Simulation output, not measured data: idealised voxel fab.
process module | voxel capacitor over wiring
cross-section cut | 200 nm wide | cells 5 nm
A cross-section is a grid of square cells, given in bands from the top down. A band is one or more rows of cells.
Each band's line starts with the height of the band's top and of its bottom, in nm. Then come its materials from left to right, each with its width in nm. One material with "throughout" fills the band from edge to edge. "air" is empty space.
Height 0 is the level under which the wafer as received is all one material. The lowest band goes on downwards, as in "0 down".
A width such as "30 to 40" changes by the same amount from each row of cells to the next, from the band's top row to its bottom row.
"no change" after a step means that no cell of the cross-section changed.
closed voids: empty space of 8 cells or more with no open way to the top, each as width x height at its distance from the left edge, in nm
after a step's settings: what the simulator itself notes on the step
overlay nm, on a step with a mask: how far to the right of its planned place the mask lay; to the left if negative
plan
1 op RECEIVE | material Si
2 op CONFORMAL_DEP | material SiO2 | thk nm 15
3 op DIRECTIONAL_DEP | material TiN | thk nm 5
4 op DIRECTIONAL_DEP | material W | thk nm 20
5 op PATTERN | tone cover | mask id METAL_1 | material resist | width nm 20 | pitch nm 80 | thk nm 15 | overlay nm 0
6 op DIRECTIONAL_ETCH | etch materials W | depth nm 20
7 op DIRECTIONAL_ETCH | etch materials TiN | depth nm 5
8 op STRIP | etch materials resist
9 op CONFORMAL_DEP | material SiN | thk nm 5
10 op FILL_DEP | material lowk | thk nm 10
11 op CMP | height nm 40
12 op CONFORMAL_DEP | material SiCN | thk nm 5
13 op DIRECTIONAL_DEP | material SiO2 | thk nm 20
14 op MASKED_ETCH | tone open | mask id PLUG_1 | width nm 15 | etch materials SiO2 | depth nm 20 | overlay nm 0
15 op MASKED_ETCH | tone open | mask id PLUG_1 | width nm 15 | etch materials SiCN | depth nm 5 | overlay nm 0
16 op CONFORMAL_DEP | material TiN | thk nm 5
17 op FILL_DEP | material W | thk nm 10
18 op CMP | height nm 65
19 op DIRECTIONAL_DEP | material TiN | thk nm 5
20 op DIRECTIONAL_DEP | material Al2O3 | thk nm 5
21 op DIRECTIONAL_DEP | material TiN | thk nm 10
22 op MASKED_ETCH | tone cover | mask id UPPER_PLATE | width nm 65 | etch materials TiN | depth nm 10 | overlay nm 0
23 op MASKED_ETCH | tone cover | mask id UPPER_PLATE | width nm 65 | etch materials Al2O3 | depth nm 5 | overlay nm 0
24 op DIRECTIONAL_DEP | material aC | thk nm 15
25 op PATTERN | tone cover | mask id LOWER_PLATE | material resist | width nm 75 | thk nm 35 | overlay nm 0
26 op DIRECTIONAL_ETCH | etch materials aC | depth nm 15
27 op STRIP | etch materials resist
28 op DIRECTIONAL_ETCH | etch materials TiN | depth nm 5
29 op STRIP | etch materials aC
30 op FILL_DEP | material SiO2 | thk nm 15
31 op CMP | height nm 95
32 op MASKED_ETCH | tone open | mask id PLUG_2 | width nm 15 | etch materials SiO2 | depth nm 10 | overlay nm 0
33 op CONFORMAL_DEP | material TiN | thk nm 5
34 op FILL_DEP | material W | thk nm 5
35 op CMP | height nm 95
36 op CONFORMAL_DEP | material SiN | thk nm 5
as received, after step 1
  0 down: Si throughout
  closed voids: none
first wafer at the end, as planned
  100 to 95: SiN throughout
  95 to 90: SiO2 65 | TiN 5 | W 5 | TiN 5 | SiO2 120
  90 to 85: SiO2 65 | TiN 15 | SiO2 120
  85 to 75: SiO2 55 | TiN 65 | SiO2 80
  75 to 70: SiO2 55 | Al2O3 65 | SiO2 80
  70 to 65: SiO2 50 | TiN 75 | SiO2 75
  65 to 45: SiO2 55 | TiN 5 | W 5 | TiN 5 | SiO2 130
  45 to 40: SiCN 55 | TiN 15 | SiCN 130
  40 to 20: lowk 45 | SiN 5 | W 20 | SiN 5 | lowk 50 | SiN 5 | W 20 | SiN 5 | lowk 45
  20 to 15: SiN 50 | TiN 20 | SiN 60 | TiN 20 | SiN 50
  15 to 0: SiO2 throughout
  0 down: Si throughout
  closed voids: none
second wafer at the end: like start, like plan, one mistake
  100 to 95: SiN throughout
  95 to 90: SiO2 65 | TiN 15 | SiO2 120
  90 to 80: SiO2 55 | TiN 65 | SiO2 80
  80 to 75: SiO2 50 | TiN 75 | SiO2 75
  75 to 70: Al2O3 throughout
  70 to 65: TiN throughout
  65 to 45: SiO2 55 | TiN 5 | W 5 | TiN 5 | SiO2 130
  45 to 40: SiCN 55 | TiN 15 | SiCN 130
  40 to 20: lowk 45 | SiN 5 | W 20 | SiN 5 | lowk 50 | SiN 5 | W 20 | SiN 5 | lowk 45
  20 to 15: SiN 50 | TiN 20 | SiN 60 | TiN 20 | SiN 50
  15 to 0: SiO2 throughout
  0 down: Si throughout
  closed voids: none
what went wrong: step 21 ran as: op DIRECTIONAL_DEP | material TiN | thk nm 15
at the end the second wafer has, in cells: 27 more of Al2O3 | 64 fewer of SiO2 | 38 more of TiN | 1 fewer of W
